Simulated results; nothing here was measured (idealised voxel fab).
Documented hereafter: the process module known as voxel self aligned contacts.
Section shown: cut. Width: 280 nm. Cell size: 5 nm, square.
Notation: cross-section as square-cell grid; stated in bands, top first, going down; one or more cell rows per band. Look at the band entry: it leads with the top's height and the bottom's height in nm. Then it lists the materials left to right, with a width in nm for each. The word "all across" on a single material says that material fills the band edge to edge. The word "empty" is empty space. Where do heights start? At 0: under that level the wafer as delivered is made of one material only. And the lowest band has no floor; it just carries on downward, as in "0..down". Read "30 to 40" as a graded width: first number on top, second number at the bottom, same change between each pair of neighbouring rows. Key: "nothing got changed" - step with no changed cell in the cross-section. "Sealed-off cavities" enumerates empty spaces isolated from the top, with no open way to it, that contain at least 8 cells, giving each as width x height at distance from the left edge, all three in nm. Past the settings on a step's line: simulator remark, on that step. The line of a step may include "overlay nm". On a step with a mask, this value is how far to the right of its planned place the mask lay. A negative value means the mask lay to the left.

# Below is the list of planned process steps
| 1 | RECEIVE: material Si |
| 2 | CONFORMAL_DEP: material SiO2, thk nm 5 |
| 3 | DIRECTIONAL_DEP: material polySi, thk nm 25 |
| 4 | DIRECTIONAL_DEP: material SiN, thk nm 20 |
| 5 | PATTERN: tone cover, mask id GATE, material resist, width nm 30, pitch nm 55, thk nm 20, overlay nm 0 |
| 6 | DIRECTIONAL_ETCH: etch materials SiN, depth nm 20 |
| 7 | DIRECTIONAL_ETCH: etch materials polySi, depth nm 25 |
| 8 | STRIP: etch materials resist |
| 9 | CONFORMAL_DEP: material SiN, thk nm 5 |
| 10 | DIRECTIONAL_ETCH: etch materials SiN, depth nm 5 |
| 11 | FILL_DEP: material SiO2, thk nm 10 |
| 12 | CMP: height nm 55 |
| 13 | PATTERN: tone open, mask id CONTACT, material resist, width nm 35, pitch nm 55, thk nm 15, overlay nm 0 |
| 14 | DIRECTIONAL_ETCH: etch materials SiO2, depth nm 55 |
| 15 | STRIP: etch materials resist |
| 16 | CONFORMAL_DEP: material TiN, thk nm 5 |
| 17 | FILL_DEP: material W, thk nm 10 |
| 18 | CMP: height nm 55 |
| 19 | CONFORMAL_DEP: material SiN, thk nm 5 |

# The first wafer of two, processed as planned

# Wafer cross-section on receipt, i.e. after step 1
    0..down | Si all across
    Sealed-off cavities: none

# Cross-section through the wafer, step 2 finished
    5..0 | SiO2 all across
    Under 0: no change, same as before.

# Cross-section through the wafer, step 3 finished
    30..5 | polySi all across
    Under 5: no change, same as before.

# Cross-section through the wafer, step 4 finished
    50..30 | SiN all across
    Under 30: no change, same as before.

# Cross-section through the wafer, step 5 finished
    70..50 | 70 nm empty; 30 nm resist; 25 nm empty; 30 nm resist; 25 nm empty; 30 nm resist; 70 nm empty
    Under 50: no change, same as before.

# Cross-section through the wafer, step 6 finished
    70..50 | 70 nm empty; 30 nm resist; 25 nm empty; 30 nm resist; 25 nm empty; 30 nm resist; 70 nm empty
    50..30 | 70 nm empty; 30 nm SiN; 25 nm empty; 30 nm SiN; 25 nm empty; 30 nm SiN; 70 nm empty
    Under 30: no change, same as before.

# Cross-section through the wafer, step 7 finished
    70..50 | 70 nm empty; 30 nm resist; 25 nm empty; 30 nm resist; 25 nm empty; 30 nm resist; 70 nm empty
    50..30 | 70 nm empty; 30 nm SiN; 25 nm empty; 30 nm SiN; 25 nm empty; 30 nm SiN; 70 nm empty
    30..5 | 70 nm empty; 30 nm polySi; 25 nm empty; 30 nm polySi; 25 nm empty; 30 nm polySi; 70 nm empty
    Under 5: no change, same as before.

# Cross-section through the wafer, step 8 finished
    50..30 | 70 nm empty; 30 nm SiN; 25 nm empty; 30 nm SiN; 25 nm empty; 30 nm SiN; 70 nm empty
    Under 30: no change, same as before.

# Cross-section through the wafer, step 9 finished
    55..30 | 65 nm empty; 40 nm SiN; 15 nm empty; 40 nm SiN; 15 nm empty; 40 nm SiN; 65 nm empty
    30..10 | 65 nm empty; 5 nm SiN; 30 nm polySi; 5 nm SiN; 15 nm empty; 5 nm SiN; 30 nm polySi; 5 nm SiN; 15 nm empty; 5 nm SiN; 30 nm polySi; 5 nm SiN; 65 nm empty
    10..5 | 70 nm SiN; 30 nm polySi; 25 nm SiN; 30 nm polySi; 25 nm SiN; 30 nm polySi; 70 nm SiN
    Under 5: no change, same as before.

# Cross-section through the wafer, step 10 finished
    50..30 | 65 nm empty; 40 nm SiN; 15 nm empty; 40 nm SiN; 15 nm empty; 40 nm SiN; 65 nm empty
    30..5 | 65 nm empty; 5 nm SiN; 30 nm polySi; 5 nm SiN; 15 nm empty; 5 nm SiN; 30 nm polySi; 5 nm SiN; 15 nm empty; 5 nm SiN; 30 nm polySi; 5 nm SiN; 65 nm empty
    Under 5: no change, same as before.

# Cross-section through the wafer, step 11 finished
    60..50 | SiO2 all across
    50..30 | 65 nm SiO2; 40 nm SiN; 15 nm SiO2; 40 nm SiN; 15 nm SiO2; 40 nm SiN; 65 nm SiO2
    30..5 | 65 nm SiO2; 5 nm SiN; 30 nm polySi; 5 nm SiN; 15 nm SiO2; 5 nm SiN; 30 nm polySi; 5 nm SiN; 15 nm SiO2; 5 nm SiN; 30 nm polySi; 5 nm SiN; 65 nm SiO2
    Under 5: no change, same as before.

# Cross-section through the wafer, step 12 finished
    55..50 | SiO2 all across
    Under 50: no change, same as before.

# Cross-section through the wafer, step 13 finished
    70..55 | 95 nm resist; 35 nm empty; 20 nm resist; 35 nm empty; 95 nm resist
    Under 55: no change, same as before.

# Cross-section through the wafer, step 14 finished
    70..55 | 95 nm resist; 35 nm empty; 20 nm resist; 35 nm empty; 95 nm resist
    55..50 | 95 nm SiO2; 35 nm empty; 20 nm SiO2; 35 nm empty; 95 nm SiO2
    50..30 | 65 nm SiO2; 40 nm SiN; 15 nm empty; 40 nm SiN; 15 nm empty; 40 nm SiN; 65 nm SiO2
    30..5 | 65 nm SiO2; 5 nm SiN; 30 nm polySi; 5 nm SiN; 15 nm empty; 5 nm SiN; 30 nm polySi; 5 nm SiN; 15 nm empty; 5 nm SiN; 30 nm polySi; 5 nm SiN; 65 nm SiO2
    5..0 | 105 nm SiO2; 15 nm empty; 40 nm SiO2; 15 nm empty; 105 nm SiO2
    Under 0: no change, same as before.

# Cross-section through the wafer, step 15 finished
    55..50 | 95 nm SiO2; 35 nm empty; 20 nm SiO2; 35 nm empty; 95 nm SiO2
    Under 50: no change, same as before.

# Cross-section through the wafer, step 16 finished
    60..55 | 100 nm TiN; 25 nm empty; 30 nm TiN; 25 nm empty; 100 nm TiN
    55..50 | 95 nm SiO2; 15 nm TiN; 5 nm empty; 15 nm TiN; 20 nm SiO2; 15 nm TiN; 5 nm empty; 15 nm TiN; 95 nm SiO2
    50..30 | 65 nm SiO2; 40 nm SiN; 5 nm TiN; 5 nm empty; 5 nm TiN; 40 nm SiN; 5 nm TiN; 5 nm empty; 5 nm TiN; 40 nm SiN; 65 nm SiO2
    30..5 | 65 nm SiO2; 5 nm SiN; 30 nm polySi; 5 nm SiN; 5 nm TiN; 5 nm empty; 5 nm TiN; 5 nm SiN; 30 nm polySi; 5 nm SiN; 5 nm TiN; 5 nm empty; 5 nm TiN; 5 nm SiN; 30 nm polySi; 5 nm SiN; 65 nm SiO2
    5..0 | 105 nm SiO2; 15 nm TiN; 40 nm SiO2; 15 nm TiN; 105 nm SiO2
    Under 0: no change, same as before.

# Cross-section through the wafer, step 17 finished
    70..60 | W all across
    60..55 | 100 nm TiN; 25 nm W; 30 nm TiN; 25 nm W; 100 nm TiN
    55..50 | 95 nm SiO2; 15 nm TiN; 5 nm W; 15 nm TiN; 20 nm SiO2; 15 nm TiN; 5 nm W; 15 nm TiN; 95 nm SiO2
    50..30 | 65 nm SiO2; 40 nm SiN; 5 nm TiN; 5 nm W; 5 nm TiN; 40 nm SiN; 5 nm TiN; 5 nm W; 5 nm TiN; 40 nm SiN; 65 nm SiO2
    30..5 | 65 nm SiO2; 5 nm SiN; 30 nm polySi; 5 nm SiN; 5 nm TiN; 5 nm W; 5 nm TiN; 5 nm SiN; 30 nm polySi; 5 nm SiN; 5 nm TiN; 5 nm W; 5 nm TiN; 5 nm SiN; 30 nm polySi; 5 nm SiN; 65 nm SiO2
    Under 5: no change, same as before.

# Cross-section through the wafer, step 18 finished
    55..50 | 95 nm SiO2; 15 nm TiN; 5 nm W; 15 nm TiN; 20 nm SiO2; 15 nm TiN; 5 nm W; 15 nm TiN; 95 nm SiO2
    Under 50: no change, same as before.

# Cross-section through the wafer, step 19 finished
    60..55 | SiN all across
    Under 55: no change, same as before.

# The second wafer: identical to the first at the outset and in its planned sequence, differing only in that one mistake was made during processing; up to and including step 2, its path is the first wafer's path

# Planned end of step 3: second wafer, cross-section
    25..5 | SiN all across
    Under 5: no change, same as before.

# Planned end of step 4: second wafer, cross-section
    50..25 | polySi all across
    Under 25: no change, same as before.

# Planned end of step 5: second wafer, cross-section
    70..50 | 70 nm empty; 30 nm resist; 25 nm empty; 30 nm resist; 25 nm empty; 30 nm resist; 70 nm empty
    Under 50: no change, same as before.

Planned end of step 6: second wafer, cross-section: nothing got changed

# Planned end of step 7: second wafer, cross-section
    70..50 | 70 nm empty; 30 nm resist; 25 nm empty; 30 nm resist; 25 nm empty; 30 nm resist; 70 nm empty
    50..25 | 70 nm empty; 30 nm polySi; 25 nm empty; 30 nm polySi; 25 nm empty; 30 nm polySi; 70 nm empty
    Under 25: no change, same as before.

# Planned end of step 8: second wafer, cross-section
    50..25 | 70 nm empty; 30 nm polySi; 25 nm empty; 30 nm polySi; 25 nm empty; 30 nm polySi; 70 nm empty
    Under 25: no change, same as before.

# Planned end of step 9: second wafer, cross-section
    55..50 | 65 nm empty; 40 nm SiN; 15 nm empty; 40 nm SiN; 15 nm empty; 40 nm SiN; 65 nm empty
    50..30 | 65 nm empty; 5 nm SiN; 30 nm polySi; 5 nm SiN; 15 nm empty; 5 nm SiN; 30 nm polySi; 5 nm SiN; 15 nm empty; 5 nm SiN; 30 nm polySi; 5 nm SiN; 65 nm empty
    30..25 | 70 nm SiN; 30 nm polySi; 25 nm SiN; 30 nm polySi; 25 nm SiN; 30 nm polySi; 70 nm SiN
    Under 25: no change, same as before.

# Planned end of step 10: second wafer, cross-section
    50..25 | 65 nm empty; 5 nm SiN; 30 nm polySi; 5 nm SiN; 15 nm empty; 5 nm SiN; 30 nm polySi; 5 nm SiN; 15 nm empty; 5 nm SiN; 30 nm polySi; 5 nm SiN; 65 nm empty
    Under 25: no change, same as before.

# Planned end of step 11: second wafer, cross-section
    60..50 | SiO2 all across
    50..25 | 65 nm SiO2; 5 nm SiN; 30 nm polySi; 5 nm SiN; 15 nm SiO2; 5 nm SiN; 30 nm polySi; 5 nm SiN; 15 nm SiO2; 5 nm SiN; 30 nm polySi; 5 nm SiN; 65 nm SiO2
    Under 25: no change, same as before.

# Planned end of step 12: second wafer, cross-section
    55..50 | SiO2 all across
    Under 50: no change, same as before.

# Planned end of step 13: second wafer, cross-section
    70..55 | 95 nm resist; 35 nm empty; 20 nm resist; 35 nm empty; 95 nm resist
    Under 55: no change, same as before.

# Planned end of step 14: second wafer, cross-section
    70..55 | 95 nm resist; 35 nm empty; 20 nm resist; 35 nm empty; 95 nm resist
    55..50 | 95 nm SiO2; 35 nm empty; 20 nm SiO2; 35 nm empty; 95 nm SiO2
    50..25 | 65 nm SiO2; 5 nm SiN; 30 nm polySi; 5 nm SiN; 15 nm empty; 5 nm SiN; 30 nm polySi; 5 nm SiN; 15 nm empty; 5 nm SiN; 30 nm polySi; 5 nm SiN; 65 nm SiO2
    Under 25: no change, same as before.

# Planned end of step 15: second wafer, cross-section
    55..50 | 95 nm SiO2; 35 nm empty; 20 nm SiO2; 35 nm empty; 95 nm SiO2
    Under 50: no change, same as before.

# Planned end of step 16: second wafer, cross-section
    60..55 | 100 nm TiN; 25 nm empty; 30 nm TiN; 25 nm empty; 100 nm TiN
    55..50 | 95 nm SiO2; 15 nm TiN; 5 nm empty; 15 nm TiN; 20 nm SiO2; 15 nm TiN; 5 nm empty; 15 nm TiN; 95 nm SiO2
    50..30 | 65 nm SiO2; 5 nm SiN; 30 nm polySi; 5 nm SiN; 5 nm TiN; 5 nm empty; 5 nm TiN; 5 nm SiN; 30 nm polySi; 5 nm SiN; 5 nm TiN; 5 nm empty; 5 nm TiN; 5 nm SiN; 30 nm polySi; 5 nm SiN; 65 nm SiO2
    30..25 | 65 nm SiO2; 5 nm SiN; 30 nm polySi; 5 nm SiN; 15 nm TiN; 5 nm SiN; 30 nm polySi; 5 nm SiN; 15 nm TiN; 5 nm SiN; 30 nm polySi; 5 nm SiN; 65 nm SiO2
    Under 25: no change, same as before.

# Planned end of step 17: second wafer, cross-section
    70..60 | W all across
    60..55 | 100 nm TiN; 25 nm W; 30 nm TiN; 25 nm W; 100 nm TiN
    55..50 | 95 nm SiO2; 15 nm TiN; 5 nm W; 15 nm TiN; 20 nm SiO2; 15 nm TiN; 5 nm W; 15 nm TiN; 95 nm SiO2
    50..30 | 65 nm SiO2; 5 nm SiN; 30 nm polySi; 5 nm SiN; 5 nm TiN; 5 nm W; 5 nm TiN; 5 nm SiN; 30 nm polySi; 5 nm SiN; 5 nm TiN; 5 nm W; 5 nm TiN; 5 nm SiN; 30 nm polySi; 5 nm SiN; 65 nm SiO2
    Under 30: no change, same as before.

# Planned end of step 18: second wafer, cross-section
    55..50 | 95 nm SiO2; 15 nm TiN; 5 nm W; 15 nm TiN; 20 nm SiO2; 15 nm TiN; 5 nm W; 15 nm TiN; 95 nm SiO2
    Under 50: no change, same as before.

# Planned end of step 19: second wafer, cross-section
    60..55 | SiN all across
    Under 55: no change, same as before.
Finding, execution versus plan: note: step 3 <-> step 4, run order reversed vs plan
End of process, cell counts, second wafer against first, materials with more or fewer: 128 more of SiN, 98 fewer of SiO2, 20 fewer of TiN, 10 fewer of W
